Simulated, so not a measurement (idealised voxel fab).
process module | voxel capacitor over wiring
cross-section cut | 220 nm wide | cells 5 nm
A cross-section is a grid of square cells, given in bands from the top down. A band is one or more rows of cells.
Each band's line starts with the height of the band's top and of its bottom, in nm. Then come its materials from left to right, each with its width in nm. One material with "throughout" fills the band from edge to edge. "air" is empty space.
Height 0 is the level under which the wafer as received is all one material. The lowest band goes on downwards, as in "0 down".
A width such as "30 to 40" changes by the same amount from each row of cells to the next, from the band's top row to its bottom row.
"no change" after a step means that no cell of the cross-section changed.
closed voids: empty space of 8 cells or more with no open way to the top, each as width x height at its distance from the left edge, in nm
after a step's settings: what the simulator itself notes on the step
overlay nm, on a step with a mask: how far to the right of its planned place the mask lay; to the left if negative
plan
1 op RECEIVE | material Si
2 op CONFORMAL_DEP | material SiO2 | thk nm 15
3 op DIRECTIONAL_DEP | material TiN | thk nm 5
4 op DIRECTIONAL_DEP | material W | thk nm 20
5 op DIRECTIONAL_DEP | material aC | thk nm 10
6 op PATTERN | tone cover | mask id METAL_1 | material resist | width nm 20 | pitch nm 70 | thk nm 30 | overlay nm 0
7 op DIRECTIONAL_ETCH | etch materials aC | depth nm 10
8 op STRIP | etch materials resist
9 op DIRECTIONAL_ETCH | etch materials W | depth nm 20
10 op DIRECTIONAL_ETCH | etch materials TiN | depth nm 5
11 op STRIP | etch materials aC
12 op CONFORMAL_DEP | material SiCN | thk nm 5
13 op FILL_DEP | material lowk | thk nm 5
14 op CMP | height nm 40
15 op CONFORMAL_DEP | material SiCN | thk nm 5
16 op DIRECTIONAL_DEP | material lowk | thk nm 20
17 op PATTERN | tone open | mask id PLUG_1 | material resist | width nm 15 | thk nm 20 | overlay nm 0
18 op DIRECTIONAL_ETCH | etch materials lowk | depth nm 20
19 op DIRECTIONAL_ETCH | etch materials SiCN | depth nm 5
20 op STRIP | etch materials resist
21 op CONFORMAL_DEP | material TiN | thk nm 5
22 op FILL_DEP | material Ru | thk nm 5
23 op CMP | height nm 65
24 op DIRECTIONAL_DEP | material TiN | thk nm 10
25 op DIRECTIONAL_DEP | material HfO2 | thk nm 5
26 op DIRECTIONAL_DEP | material TiN | thk nm 10
27 op PATTERN | tone cover | mask id UPPER_PLATE | material resist | width nm 55 | thk nm 15 | overlay nm 0
28 op DIRECTIONAL_ETCH | etch materials TiN | depth nm 10
29 op DIRECTIONAL_ETCH | etch materials HfO2 | depth nm 5
30 op STRIP | etch materials resist
31 op PATTERN | tone cover | mask id LOWER_PLATE | material resist | width nm 65 | thk nm 15 | overlay nm 0
32 op DIRECTIONAL_ETCH | etch materials TiN | depth nm 10
33 op STRIP | etch materials resist
34 op FILL_DEP | material SiO2 | thk nm 15
35 op CMP | height nm 100
36 op DIRECTIONAL_DEP | material aC | thk nm 15
37 op PATTERN | tone open | mask id PLUG_2 | material resist | width nm 15 | thk nm 30 | overlay nm 0
38 op DIRECTIONAL_ETCH | etch materials aC | depth nm 15
39 op STRIP | etch materials resist
40 op DIRECTIONAL_ETCH | etch materials SiO2 | depth nm 5
41 op STRIP | etch materials aC
42 op CONFORMAL_DEP | material TiN | thk nm 5
43 op FILL_DEP | material Cu | thk nm 10
44 op CMP | height nm 100
45 op CONFORMAL_DEP | material SiN | thk nm 5
varied across the wafers: depth nm of step 40. The plan shows the first wafer's value. All wafers start alike
first wafer as received, after step 1
  0 down: Si throughout
  closed voids: none
each wafer at the end: cells of each material gained (+) or lost (-) since it was received, then its closed voids
depth nm 5 | +11 HfO2 | +4 Ru | +93 SiCN | +44 SiN | +378 SiO2 | +70 TiN | +32 W | +292 lowk | closed voids: none
depth nm 10 | +1 Cu | +11 HfO2 | +4 Ru | +93 SiCN | +44 SiN | +375 SiO2 | +72 TiN | +32 W | +292 lowk | closed voids: none
depth nm 15 | +1 Cu | +11 HfO2 | +4 Ru | +93 SiCN | +44 SiN | +375 SiO2 | +72 TiN | +32 W | +292 lowk | closed voids: none
depth nm 20 | +1 Cu | +11 HfO2 | +4 Ru | +93 SiCN | +44 SiN | +375 SiO2 | +72 TiN | +32 W | +292 lowk | closed voids: none
depth nm 25 | +1 Cu | +11 HfO2 | +4 Ru | +93 SiCN | +44 SiN | +375 SiO2 | +72 TiN | +32 W | +292 lowk | closed voids: none
